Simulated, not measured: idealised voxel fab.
process module | voxel ribs on slabs
cross-section cut | 285 nm wide | cells 5 nm
A cross-section is a grid of square cells, given in bands from the top down. A band is one or more rows of cells.
Each band's line starts with the height of the band's top and of its bottom, in nm. Then come its materials from left to right, each with its width in nm. One material with "throughout" fills the band from edge to edge. "air" is empty space.
Height 0 is the level under which the wafer as received is all one material. The lowest band goes on downwards, as in "0 down".
A width such as "30 to 40" changes by the same amount from each row of cells to the next, from the band's top row to its bottom row.
"no change" after a step means that no cell of the cross-section changed.
closed voids: empty space of 8 cells or more with no open way to the top, each as width x height at its distance from the left edge, in nm
after a step's settings: what the simulator itself notes on the step
overlay nm, on a step with a mask: how far to the right of its planned place the mask lay; to the left if negative
plan
1 op RECEIVE | material Si
2 op DIRECTIONAL_DEP | material SiO2 | thk nm 20
3 op DIRECTIONAL_DEP | material polySi | thk nm 25
4 op PATTERN | tone cover | mask id RIB | material resist | width nm 30 | thk nm 20 | overlay nm 0
5 op DIRECTIONAL_ETCH | etch materials polySi | depth nm 5
6 op STRIP | etch materials resist
7 op PATTERN | tone cover | mask id SLAB | material resist | width nm 60 | thk nm 15 | overlay nm 0
8 op DIRECTIONAL_ETCH | etch materials polySi | depth nm 20
9 op STRIP | etch materials resist
10 op FILL_DEP | material SiO2 | thk nm 30
11 op CMP | height nm 65
12 op DIRECTIONAL_DEP | material W | thk nm 10
13 op PATTERN | tone cover | mask id HEATER | material resist | width nm 30 | thk nm 15 | overlay nm 0
14 op DIRECTIONAL_ETCH | etch materials W | depth nm 10
15 op STRIP | etch materials resist
16 op CONFORMAL_DEP | material SiN | thk nm 5
varied across the wafers: width nm of step 13. The plan shows the first wafer's value. All wafers start alike
first wafer as received, after step 1
  0 down: Si throughout
  closed voids: none
first wafer at the end, after step 16
  80 to 75: air 120 | SiN 40 | air 125
  75 to 70: air 120 | SiN 5 | W 30 | SiN 5 | air 125
  70 to 65: SiN 125 | W 30 | SiN 130
  65 to 45: SiO2 throughout
  45 to 40: SiO2 125 | polySi 30 | SiO2 130
  40 to 20: SiO2 110 | polySi 60 | SiO2 115
  20 to 0: SiO2 throughout
  0 down: Si throughout
  closed voids: none
last wafer at the end
  80 to 75: air 110 | SiN 65 | air 110
  75 to 70: air 110 | SiN 5 | W 55 | SiN 5 | air 110
  70 to 65: SiN 115 | W 55 | SiN 115
  65 to 45: SiO2 throughout
  45 to 40: SiO2 125 | polySi 30 | SiO2 130
  40 to 20: SiO2 110 | polySi 60 | SiO2 115
  20 to 0: SiO2 throughout
  0 down: Si throughout
  closed voids: none
each wafer at the end: cells of each material gained (+) or lost (-) since it was received, then its closed voids
width nm 30 | +61 SiN | +687 SiO2 | +12 W | +54 polySi | closed voids: none
width nm 35 | +61 SiN | +687 SiO2 | +14 W | +54 polySi | closed voids: none
width nm 40 | +61 SiN | +687 SiO2 | +16 W | +54 polySi | closed voids: none
width nm 45 | +61 SiN | +687 SiO2 | +18 W | +54 polySi | closed voids: none
width nm 50 | +61 SiN | +687 SiO2 | +20 W | +54 polySi | closed voids: none
width nm 55 | +61 SiN | +687 SiO2 | +22 W | +54 polySi | closed voids: none
